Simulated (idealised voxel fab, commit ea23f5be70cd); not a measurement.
Module name: voxel capacitor over wiring (process module)
Each square cell in cross-section cut measures 5 nm, and the section as a whole is 150 nm wide.
In this document a cross-section is written as a grid of square cells. It is given as a series of bands, listed from the top down, and a band is one or more rows of cells. Top height, bottom height, nm. Materials left to right, width each, nm. Single material + "everywhere" = fills band edge to edge. "empty" = empty. Where do heights start? At 0: under that level the wafer as delivered is made of one material only. And the lowest band has no floor; it just carries on downward, as in "0 -> down". Per-row width for "30 to 40": begins at first number (top row of band), ends at second number (bottom row), increment between rows held constant. No cell of the cross-section changed in a step that is given as "no alterations made". Basically, "Entrapped void list" tells you about the enclosed voids: empty spaces with no open way to the top, 8 cells or bigger, each written width x height at distance, where distance is from the left edge, all in nm. after a step's settings: what the simulator itself notes on the step. overlay nm: for a step with a mask, the amount by which the mask lay right of where it was planned; a negative amount means left of it.
SET OUT BELOW ARE THE PLANNED STEPS OF THE PROCESS
1 RECEIVE | material Si
2 CONFORMAL_DEP | material SiO2 | thk nm 10
3 DIRECTIONAL_DEP | material TiN | thk nm 5
4 DIRECTIONAL_DEP | material W | thk nm 15
5 MASKED_ETCH | tone cover | mask id METAL_1 | width nm 30 | pitch nm 90 | etch materials W | depth nm 15 | overlay nm 0
6 MASKED_ETCH | tone cover | mask id METAL_1 | width nm 30 | pitch nm 90 | etch materials TiN | depth nm 5 | overlay nm 0
7 CONFORMAL_DEP | material SiN | thk nm 5
8 FILL_DEP | material SiO2 | thk nm 5
9 CMP | height nm 30
10 CONFORMAL_DEP | material SiCN | thk nm 5
11 DIRECTIONAL_DEP | material SiO2 | thk nm 10
12 MASKED_ETCH | tone open | mask id PLUG_1 | width nm 15 | etch materials SiO2 | depth nm 10 | overlay nm 0
13 MASKED_ETCH | tone open | mask id PLUG_1 | width nm 15 | etch materials SiCN | depth nm 5 | overlay nm 0
14 EPI | material Ru | thk nm 10
15 EPI | material Ru | thk nm 5
16 DIRECTIONAL_DEP | material TiN | thk nm 5
17 DIRECTIONAL_DEP | material Al2O3 | thk nm 5
18 DIRECTIONAL_DEP | material TiN | thk nm 10
19 DIRECTIONAL_DEP | material aC | thk nm 10
20 PATTERN | tone cover | mask id UPPER_PLATE | material resist | width nm 65 | thk nm 30 | overlay nm 0
21 DIRECTIONAL_ETCH | etch materials aC | depth nm 10
22 STRIP | etch materials resist
23 DIRECTIONAL_ETCH | etch materials TiN | depth nm 10
24 DIRECTIONAL_ETCH | etch materials Al2O3 | depth nm 5
25 STRIP | etch materials aC
26 DIRECTIONAL_DEP | material aC | thk nm 10
27 PATTERN | tone cover | mask id LOWER_PLATE | material resist | width nm 75 | thk nm 30 | overlay nm 0
28 DIRECTIONAL_ETCH | etch materials aC | depth nm 10
29 STRIP | etch materials resist
30 DIRECTIONAL_ETCH | etch materials TiN | depth nm 5
31 STRIP | etch materials aC
32 FILL_DEP | material SiO2 | thk nm 20
33 CMP | height nm 80
34 MASKED_ETCH | tone open | mask id PLUG_2 | width nm 15 | etch materials SiO2 | depth nm 15 | overlay nm 0
35 CONFORMAL_DEP | material TiN | thk nm 5
36 FILL_DEP | material W | thk nm 5
37 CMP | height nm 80
38 CONFORMAL_DEP | material SiN | thk nm 5
RECEIVED-STATE CROSS-SECTION, REFLECTING COMPLETION OF STEP 1
* 0 -> down = Si everywhere
* Entrapped void list: none
POST-MODULE CROSS-SECTION: IDENTICAL START AND PLAN TO THOSE ABOVE, ONE MISSTEP IN EXECUTION
* 85 -> 80 = SiN everywhere
* 80 -> 70 = 40 nm SiO2, then 5 nm TiN, then 5 nm W, then 5 nm TiN, then 95 nm SiO2
* 70 -> 65 = 40 nm SiO2, then 15 nm TiN, then 95 nm SiO2
* 65 -> 55 = 30 nm SiO2, then 65 nm TiN, then 55 nm SiO2
* 55 -> 50 = 30 nm SiO2, then 65 nm Al2O3, then 55 nm SiO2
* 50 -> 45 = 25 nm SiO2, then 75 nm TiN, then 50 nm SiO2
* 45 -> 35 = 25 nm SiO2, then 15 nm Ru, then 110 nm SiO2
* 35 -> 30 = 30 nm SiCN, then 10 nm Ru, then 110 nm SiCN
* 30 -> 15 = 10 nm SiO2, then 5 nm SiN, then 30 nm W, then 5 nm SiN, then 50 nm SiO2, then 5 nm SiN, then 30 nm W, then 5 nm SiN, then 10 nm SiO2
* 15 -> 10 = 15 nm SiN, then 30 nm TiN, then 60 nm SiN, then 30 nm TiN, then 15 nm SiN
* 10 -> 0 = SiO2 everywhere
* 0 -> down = Si everywhere
* Entrapped void list: none
Deviation noted in wafer processing: step 12 ran with different settings than intended, the actual operation and settings being MASKED_ETCH | tone open | mask id PLUG_1 | width nm 15 | etch materials SiO2 | depth nm 10 | overlay nm -5
